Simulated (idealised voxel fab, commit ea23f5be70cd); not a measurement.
process module | voxel transistor to metal
cross-section cut | 190 nm wide | cells 5 nm
A cross-section is a grid of square cells, given in bands from the top down. A band is one or more rows of cells.
Each band's line starts with the height of the band's top and of its bottom, in nm. Then come its materials from left to right, each with its width in nm. One material with "throughout" fills the band from edge to edge. "air" is empty space.
Height 0 is the level under which the wafer as received is all one material. The lowest band goes on downwards, as in "0 down".
A width such as "30 to 40" changes by the same amount from each row of cells to the next, from the band's top row to its bottom row.
"no change" after a step means that no cell of the cross-section changed.
closed voids: empty space of 8 cells or more with no open way to the top, each as width x height at its distance from the left edge, in nm
after a step's settings: what the simulator itself notes on the step
overlay nm, on a step with a mask: how far to the right of its planned place the mask lay; to the left if negative
plan
1 op RECEIVE | material Si
2 op OXIDIZE | depth nm 5
3 op CONFORMAL_DEP | material SiN | thk nm 10
4 op MASKED_ETCH | tone cover | mask id ACTIVE | width nm 125 | etch materials SiN | depth nm 10 | overlay nm 0
5 op MASKED_ETCH | tone cover | mask id ACTIVE | width nm 125 | etch materials SiO2 | depth nm 5 | overlay nm 0
6 op MASKED_ETCH | tone cover | mask id ACTIVE | width nm 125 | etch materials Si | depth nm 20 | overlay nm 0
7 op OXIDIZE | depth nm 5
8 op FILL_DEP | material SiO2 | thk nm 5
9 op CMP | height nm 10
10 op SELECTIVE_ETCH | etch materials SiO2 | depth nm 5
11 op STRIP | etch materials SiN
12 op SELECTIVE_ETCH | etch materials SiO2 | depth nm 5
13 op OXIDIZE | depth nm 5
14 op DIRECTIONAL_DEP | material polySi | thk nm 30
15 op DIRECTIONAL_DEP | material SiCN | thk nm 10
16 op MASKED_ETCH | tone cover | mask id GATE | width nm 35 | etch materials SiCN | depth nm 20 | overlay nm 0
17 op MASKED_ETCH | tone cover | mask id GATE | width nm 35 | etch materials polySi | depth nm 40 | overlay nm 0
18 op CONFORMAL_DEP | material SiN | thk nm 5
19 op DIRECTIONAL_ETCH | etch materials SiN | depth nm 5
20 op DIRECTIONAL_ETCH | etch materials SiO2 | depth nm 5
21 op EPI | material pSi | thk nm 5
22 op FILL_DEP | material SiO2 | thk nm 10
23 op CMP | height nm 25
24 op STRIP | etch materials polySi
25 op SELECTIVE_ETCH | etch materials SiO2 | depth nm 5
26 op CONFORMAL_DEP | material HfO2 | thk nm 5
27 op CONFORMAL_DEP | material TiN | thk nm 5
28 op FILL_DEP | material W | thk nm 5
29 op CMP | height nm 20
30 op DIRECTIONAL_DEP | material SiO2 | thk nm 10
31 op MASKED_ETCH | tone open | mask id CONTACT | width nm 20 | pitch nm 85 | etch materials SiO2 | depth nm 35 | overlay nm 0
32 op CONFORMAL_DEP | material TiN | thk nm 5
33 op FILL_DEP | material Ru | thk nm 5
34 op CMP | height nm 30
35 op CONFORMAL_DEP | material SiCN | thk nm 5
36 op DIRECTIONAL_DEP | material SiO2 | thk nm 25
37 op PATTERN | tone open | mask id METAL_1 | material resist | width nm 20 | pitch nm 85 | thk nm 15 | overlay nm 0
38 op DIRECTIONAL_ETCH | etch materials SiO2 | depth nm 25
39 op DIRECTIONAL_ETCH | etch materials SiCN | depth nm 5
40 op STRIP | etch materials resist
41 op CONFORMAL_DEP | material TiN | thk nm 5
42 op FILL_DEP | material Cu | thk nm 5
43 op CMP | height nm 60
44 op EPI | material Ru | thk nm 5
45 op FILL_DEP | material SiCN | thk nm 5
46 op DIRECTIONAL_DEP | material lowk | thk nm 30
47 op PATTERN | tone open | mask id METAL_2_HOLES | material resist | width nm 15 | pitch nm 85 | thk nm 15 | overlay nm 0
48 op DIRECTIONAL_ETCH | etch materials lowk | depth nm 30
49 op STRIP | etch materials resist
50 op PATTERN | tone open | mask id METAL_2 | material resist | width nm 20 | pitch nm 85 | thk nm 15 | overlay nm 0
51 op DIRECTIONAL_ETCH | etch materials lowk | depth nm 20
52 op DIRECTIONAL_ETCH | etch materials SiCN | depth nm 5
53 op STRIP | etch materials resist
54 op CONFORMAL_DEP | material TiN | thk nm 5
55 op FILL_DEP | material Cu | thk nm 5
56 op CMP | height nm 100
57 op CONFORMAL_DEP | material SiN | thk nm 5
first wafer, as planned
as received, after step 1
  0 down: Si throughout
  closed voids: none
after step 2
  0 to -5: SiO2 throughout
  below -5: unchanged
after step 3
  10 to 0: SiN throughout
  below 0: unchanged
after step 4
  10 to 0: air 30 | SiN 125 | air 35
  below 0: unchanged
after step 5
  10 to 0: air 30 | SiN 125 | air 35
  0 to -5: air 30 | SiO2 125 | air 35
  below -5: unchanged
after step 6
  10 to 0: air 30 | SiN 125 | air 35
  0 to -5: air 30 | SiO2 125 | air 35
  -5 to -25: air 30 | Si 125 | air 35
  below -25: unchanged
after step 7
  10 to 0: air 30 | SiN 125 | air 35
  0 to -5: air 30 | SiO2 125 | air 35
  -5 to -25: air 30 | SiO2 5 | Si 115 | SiO2 5 | air 35
  -25 to -30: SiO2 35 | Si 115 | SiO2 40
  below -30: unchanged
after step 8
  15 to 10: SiO2 throughout
  10 to 0: SiO2 30 | SiN 125 | SiO2 35
  0 to -5: SiO2 throughout
  -5 to -30: SiO2 35 | Si 115 | SiO2 40
  below -30: unchanged
after step 9
  10 to 0: SiO2 30 | SiN 125 | SiO2 35
  below 0: unchanged
after step 10
  10 to 5: air 30 | SiN 125 | air 35
  below 5: unchanged
after step 11
  5 to 0: SiO2 30 | air 125 | SiO2 35
  below 0: unchanged
after step 12
  0 to -5: SiO2 25 | air 135 | SiO2 30
  below -5: unchanged
after step 13
  0 to -5: SiO2 25 | air 135 | SiO2 30
  -5 to -10: SiO2 throughout
  below -10: unchanged
after step 14
  30 to 25: polySi 25 | air 135 | polySi 30
  25 to 0: polySi throughout
  0 to -5: SiO2 25 | polySi 135 | SiO2 30
  below -5: unchanged
after step 15
  40 to 35: SiCN 25 | air 135 | SiCN 30
  35 to 30: SiCN throughout
  30 to 25: polySi 25 | SiCN 135 | polySi 30
  below 25: unchanged
after step 16
  35 to 30: air 75 | SiCN 35 | air 80
  30 to 25: polySi 25 | air 50 | SiCN 35 | air 50 | polySi 30
  below 25: unchanged
after step 17
  35 to 25: air 75 | SiCN 35 | air 80
  25 to 0: air 75 | polySi 35 | air 80
  0 to -5: SiO2 25 | air 50 | polySi 35 | air 50 | SiO2 30
  below -5: unchanged
after step 18
  40 to 35: air 70 | SiN 45 | air 75
  35 to 25: air 70 | SiN 5 | SiCN 35 | SiN 5 | air 75
  25 to 5: air 70 | SiN 5 | polySi 35 | SiN 5 | air 75
  5 to 0: SiN 30 | air 40 | SiN 5 | polySi 35 | SiN 5 | air 40 | SiN 35
  0 to -5: SiO2 25 | SiN 50 | polySi 35 | SiN 50 | SiO2 30
  below -5: unchanged
after step 19
  35 to 25: air 70 | SiN 5 | SiCN 35 | SiN 5 | air 75
  25 to 0: air 70 | SiN 5 | polySi 35 | SiN 5 | air 75
  0 to -5: SiO2 25 | SiN 5 | air 40 | SiN 5 | polySi 35 | SiN 5 | air 40 | SiN 5 | SiO2 30
  below -5: unchanged
after step 20
  35 to 25: air 70 | SiN 5 | SiCN 35 | SiN 5 | air 75
  25 to 0: air 70 | SiN 5 | polySi 35 | SiN 5 | air 75
  0 to -5: air 25 | SiN 5 | air 40 | SiN 5 | polySi 35 | SiN 5 | air 40 | SiN 5 | air 30
  -5 to -10: SiO2 30 | air 40 | SiO2 45 | air 40 | SiO2 35
  below -10: unchanged
after step 21
  35 to 25: air 70 | SiN 5 | SiCN 35 | SiN 5 | air 75
  25 to 0: air 70 | SiN 5 | polySi 35 | SiN 5 | air 75
  0 to -5: air 25 | SiN 5 | air 40 | SiN 5 | polySi 35 | SiN 5 | air 40 | SiN 5 | air 30
  -5 to -10: SiO2 30 | pSi 40 | SiO2 45 | pSi 40 | SiO2 35
  below -10: unchanged
after step 22
  45 to 35: SiO2 throughout
  35 to 25: SiO2 70 | SiN 5 | SiCN 35 | SiN 5 | SiO2 75
  25 to 0: SiO2 70 | SiN 5 | polySi 35 | SiN 5 | SiO2 75
  0 to -5: SiO2 25 | SiN 5 | SiO2 40 | SiN 5 | polySi 35 | SiN 5 | SiO2 40 | SiN 5 | SiO2 30
  below -5: unchanged
after step 23
  25 to 0: SiO2 70 | SiN 5 | polySi 35 | SiN 5 | SiO2 75
  below 0: unchanged
after step 24
  25 to 0: SiO2 70 | SiN 5 | air 35 | SiN 5 | SiO2 75
  0 to -5: SiO2 25 | SiN 5 | SiO2 40 | SiN 5 | air 35 | SiN 5 | SiO2 40 | SiN 5 | SiO2 30
  below -5: unchanged
after step 25
  25 to 20: air 70 | SiN 5 | air 35 | SiN 5 | air 75
  20 to 0: SiO2 70 | SiN 5 | air 35 | SiN 5 | SiO2 75
  0 to -5: SiO2 25 | SiN 5 | SiO2 40 | SiN 5 | air 35 | SiN 5 | SiO2 40 | SiN 5 | SiO2 30
  -5 to -10: SiO2 30 | pSi 40 | air 45 | pSi 40 | SiO2 35
  below -10: unchanged
after step 26
  30 to 25: air 65 | HfO2 15 | air 25 | HfO2 15 | air 70
  25 to 20: HfO2 70 | SiN 5 | HfO2 5 | air 25 | HfO2 5 | SiN 5 | HfO2 75
  20 to 0: SiO2 70 | SiN 5 | HfO2 5 | air 25 | HfO2 5 | SiN 5 | SiO2 75
  0 to -5: SiO2 25 | SiN 5 | SiO2 40 | SiN 5 | HfO2 5 | air 25 | HfO2 5 | SiN 5 | SiO2 40 | SiN 5 | SiO2 30
  -5 to -10: SiO2 30 | pSi 40 | HfO2 45 | pSi 40 | SiO2 35
  below -10: unchanged
after step 27
  35 to 30: air 60 | TiN 25 | air 15 | TiN 25 | air 65
  30 to 25: TiN 65 | HfO2 15 | TiN 5 | air 15 | TiN 5 | HfO2 15 | TiN 70
  25 to 20: HfO2 70 | SiN 5 | HfO2 5 | TiN 5 | air 15 | TiN 5 | HfO2 5 | SiN 5 | HfO2 75
  20 to 0: SiO2 70 | SiN 5 | HfO2 5 | TiN 5 | air 15 | TiN 5 | HfO2 5 | SiN 5 | SiO2 75
  0 to -5: SiO2 25 | SiN 5 | SiO2 40 | SiN 5 | HfO2 5 | TiN 25 | HfO2 5 | SiN 5 | SiO2 40 | SiN 5 | SiO2 30
  below -5: unchanged
after step 28
  40 to 35: W throughout
  35 to 30: W 60 | TiN 25 | W 15 | TiN 25 | W 65
  30 to 25: TiN 65 | HfO2 15 | TiN 5 | W 15 | TiN 5 | HfO2 15 | TiN 70
  25 to 20: HfO2 70 | SiN 5 | HfO2 5 | TiN 5 | W 15 | TiN 5 | HfO2 5 | SiN 5 | HfO2 75
  20 to 0: SiO2 70 | SiN 5 | HfO2 5 | TiN 5 | W 15 | TiN 5 | HfO2 5 | SiN 5 | SiO2 75
  below 0: unchanged
after step 29
  20 to 0: SiO2 70 | SiN 5 | HfO2 5 | TiN 5 | W 15 | TiN 5 | HfO2 5 | SiN 5 | SiO2 75
  below 0: unchanged
after step 30
  30 to 20: SiO2 throughout
  below 20: unchanged
after step 31
  30 to 20: SiO2 40 | air 20 | SiO2 65 | air 20 | SiO2 45
  20 to 0: SiO2 40 | air 20 | SiO2 10 | SiN 5 | HfO2 5 | TiN 5 | W 15 | TiN 5 | HfO2 5 | SiN 5 | SiO2 10 | air 20 | SiO2 45
  0 to -5: SiO2 25 | SiN 5 | SiO2 10 | air 20 | SiO2 10 | SiN 5 | HfO2 5 | TiN 25 | HfO2 5 | SiN 5 | SiO2 10 | air 20 | SiO2 10 | SiN 5 | SiO2 30
  below -5: unchanged
after step 32
  35 to 30: TiN 45 | air 10 | TiN 75 | air 10 | TiN 50
  30 to 20: SiO2 40 | TiN 5 | air 10 | TiN 5 | SiO2 65 | TiN 5 | air 10 | TiN 5 | SiO2 45
  20 to 0: SiO2 40 | TiN 5 | air 10 | TiN 5 | SiO2 10 | SiN 5 | HfO2 5 | TiN 5 | W 15 | TiN 5 | HfO2 5 | SiN 5 | SiO2 10 | TiN 5 | air 10 | TiN 5 | SiO2 45
  0 to -5: SiO2 25 | SiN 5 | SiO2 10 | TiN 20 | SiO2 10 | SiN 5 | HfO2 5 | TiN 25 | HfO2 5 | SiN 5 | SiO2 10 | TiN 20 | SiO2 10 | SiN 5 | SiO2 30
  below -5: unchanged
after step 33
  40 to 35: Ru throughout
  35 to 30: TiN 45 | Ru 10 | TiN 75 | Ru 10 | TiN 50
  30 to 20: SiO2 40 | TiN 5 | Ru 10 | TiN 5 | SiO2 65 | TiN 5 | Ru 10 | TiN 5 | SiO2 45
  20 to 0: SiO2 40 | TiN 5 | Ru 10 | TiN 5 | SiO2 10 | SiN 5 | HfO2 5 | TiN 5 | W 15 | TiN 5 | HfO2 5 | SiN 5 | SiO2 10 | TiN 5 | Ru 10 | TiN 5 | SiO2 45
  below 0: unchanged
after step 34
  30 to 20: SiO2 40 | TiN 5 | Ru 10 | TiN 5 | SiO2 65 | TiN 5 | Ru 10 | TiN 5 | SiO2 45
  below 20: unchanged
after step 35
  35 to 30: SiCN throughout
  below 30: unchanged
after step 36
  60 to 35: SiO2 throughout
  below 35: unchanged
after step 37
  75 to 60: resist 40 | air 20 | resist 65 | air 20 | resist 45
  below 60: unchanged
after step 38
  75 to 60: resist 40 | air 20 | resist 65 | air 20 | resist 45
  60 to 35: SiO2 40 | air 20 | SiO2 65 | air 20 | SiO2 45
  below 35: unchanged
after step 39
  75 to 60: resist 40 | air 20 | resist 65 | air 20 | resist 45
  60 to 35: SiO2 40 | air 20 | SiO2 65 | air 20 | SiO2 45
  35 to 30: SiCN 40 | air 20 | SiCN 65 | air 20 | SiCN 45
  below 30: unchanged
after step 40
  60 to 35: SiO2 40 | air 20 | SiO2 65 | air 20 | SiO2 45
  below 35: unchanged
after step 41
  65 to 60: TiN 45 | air 10 | TiN 75 | air 10 | TiN 50
  60 to 35: SiO2 40 | TiN 5 | air 10 | TiN 5 | SiO2 65 | TiN 5 | air 10 | TiN 5 | SiO2 45
  35 to 30: SiCN 40 | TiN 20 | SiCN 65 | TiN 20 | SiCN 45
  below 30: unchanged
after step 42
  70 to 65: Cu throughout
  65 to 60: TiN 45 | Cu 10 | TiN 75 | Cu 10 | TiN 50
  60 to 35: SiO2 40 | TiN 5 | Cu 10 | TiN 5 | SiO2 65 | TiN 5 | Cu 10 | TiN 5 | SiO2 45
  below 35: unchanged
after step 43
  60 to 35: SiO2 40 | TiN 5 | Cu 10 | TiN 5 | SiO2 65 | TiN 5 | Cu 10 | TiN 5 | SiO2 45
  below 35: unchanged
after step 44
  65 to 60: air 35 | Ru 30 | air 55 | Ru 30 | air 40
  below 60: unchanged
after step 45
  70 to 65: SiCN throughout
  65 to 60: SiCN 35 | Ru 30 | SiCN 55 | Ru 30 | SiCN 40
  below 60: unchanged
after step 46
  100 to 70: lowk throughout
  below 70: unchanged
after step 47
  115 to 100: resist 40 | air 15 | resist 70 | air 15 | resist 50
  below 100: unchanged
after step 48
  115 to 100: resist 40 | air 15 | resist 70 | air 15 | resist 50
  100 to 70: lowk 40 | air 15 | lowk 70 | air 15 | lowk 50
  below 70: unchanged
after step 49
  100 to 70: lowk 40 | air 15 | lowk 70 | air 15 | lowk 50
  below 70: unchanged
after step 50
  115 to 100: resist 40 | air 20 | resist 65 | air 20 | resist 45
  below 100: unchanged
after step 51
  115 to 100: resist 40 | air 20 | resist 65 | air 20 | resist 45
  100 to 80: lowk 40 | air 20 | lowk 65 | air 20 | lowk 45
  below 80: unchanged
after step 52
  115 to 100: resist 40 | air 20 | resist 65 | air 20 | resist 45
  100 to 80: lowk 40 | air 20 | lowk 65 | air 20 | lowk 45
  80 to 70: lowk 40 | air 15 | lowk 70 | air 15 | lowk 50
  70 to 65: SiCN 40 | air 15 | SiCN 70 | air 15 | SiCN 50
  below 65: unchanged
after step 53
  100 to 80: lowk 40 | air 20 | lowk 65 | air 20 | lowk 45
  below 80: unchanged
after step 54
  105 to 100: TiN 45 | air 10 | TiN 75 | air 10 | TiN 50
  100 to 85: lowk 40 | TiN 5 | air 10 | TiN 5 | lowk 65 | TiN 5 | air 10 | TiN 5 | lowk 45
  85 to 80: lowk 40 | TiN 5 | air 5 | TiN 10 | lowk 65 | TiN 5 | air 5 | TiN 10 | lowk 45
  80 to 70: lowk 40 | TiN 5 | air 5 | TiN 5 | lowk 70 | TiN 5 | air 5 | TiN 5 | lowk 50
  70 to 65: SiCN 40 | TiN 15 | SiCN 70 | TiN 15 | SiCN 50
  below 65: unchanged
after step 55
  110 to 105: Cu throughout
  105 to 100: TiN 45 | Cu 10 | TiN 75 | Cu 10 | TiN 50
  100 to 85: lowk 40 | TiN 5 | Cu 10 | TiN 5 | lowk 65 | TiN 5 | Cu 10 | TiN 5 | lowk 45
  85 to 80: lowk 40 | TiN 5 | Cu 5 | TiN 10 | lowk 65 | TiN 5 | Cu 5 | TiN 10 | lowk 45
  80 to 70: lowk 40 | TiN 5 | Cu 5 | TiN 5 | lowk 70 | TiN 5 | Cu 5 | TiN 5 | lowk 50
  below 70: unchanged
after step 56
  100 to 85: lowk 40 | TiN 5 | Cu 10 | TiN 5 | lowk 65 | TiN 5 | Cu 10 | TiN 5 | lowk 45
  below 85: unchanged
after step 57
  105 to 100: SiN throughout
  below 100: unchanged
second wafer: like start, like plan, one mistake. Through step 45 it matches the first wafer
when step 46 should have ended
  130 to 70: lowk throughout
  below 70: unchanged
when step 47 should have ended
  145 to 130: resist 40 | air 15 | resist 70 | air 15 | resist 50
  below 130: unchanged
when step 48 should have ended
  145 to 130: resist 40 | air 15 | resist 70 | air 15 | resist 50
  130 to 100: lowk 40 | air 15 | lowk 70 | air 15 | lowk 50
  below 100: unchanged
when step 49 should have ended
  130 to 100: lowk 40 | air 15 | lowk 70 | air 15 | lowk 50
  below 100: unchanged
when step 50 should have ended
  145 to 130: resist 40 | air 20 | resist 65 | air 20 | resist 45
  below 130: unchanged
when step 51 should have ended
  145 to 130: resist 40 | air 20 | resist 65 | air 20 | resist 45
  130 to 110: lowk 40 | air 20 | lowk 65 | air 20 | lowk 45
  110 to 80: lowk 40 | air 15 | lowk 70 | air 15 | lowk 50
  below 80: unchanged
when step 52 should have ended: no change
when step 53 should have ended
  130 to 110: lowk 40 | air 20 | lowk 65 | air 20 | lowk 45
  below 110: unchanged
when step 54 should have ended
  135 to 130: TiN 45 | air 10 | TiN 75 | air 10 | TiN 50
  130 to 115: lowk 40 | TiN 5 | air 10 | TiN 5 | lowk 65 | TiN 5 | air 10 | TiN 5 | lowk 45
  115 to 110: lowk 40 | TiN 5 | air 5 | TiN 10 | lowk 65 | TiN 5 | air 5 | TiN 10 | lowk 45
  110 to 85: lowk 40 | TiN 5 | air 5 | TiN 5 | lowk 70 | TiN 5 | air 5 | TiN 5 | lowk 50
  85 to 80: lowk 40 | TiN 15 | lowk 70 | TiN 15 | lowk 50
  below 80: unchanged
when step 55 should have ended
  140 to 135: Cu throughout
  135 to 130: TiN 45 | Cu 10 | TiN 75 | Cu 10 | TiN 50
  130 to 115: lowk 40 | TiN 5 | Cu 10 | TiN 5 | lowk 65 | TiN 5 | Cu 10 | TiN 5 | lowk 45
  115 to 110: lowk 40 | TiN 5 | Cu 5 | TiN 10 | lowk 65 | TiN 5 | Cu 5 | TiN 10 | lowk 45
  110 to 85: lowk 40 | TiN 5 | Cu 5 | TiN 5 | lowk 70 | TiN 5 | Cu 5 | TiN 5 | lowk 50
  below 85: unchanged
when step 56 should have ended
  100 to 85: lowk 40 | TiN 5 | Cu 5 | TiN 5 | lowk 70 | TiN 5 | Cu 5 | TiN 5 | lowk 50
  below 85: unchanged
when step 57 should have ended
  105 to 100: SiN throughout
  below 100: unchanged
what went wrong: step 46 was run twice
at the end the second wafer has, in cells: 12 fewer of Cu | 6 more of SiCN | 14 fewer of TiN | 20 more of lowk
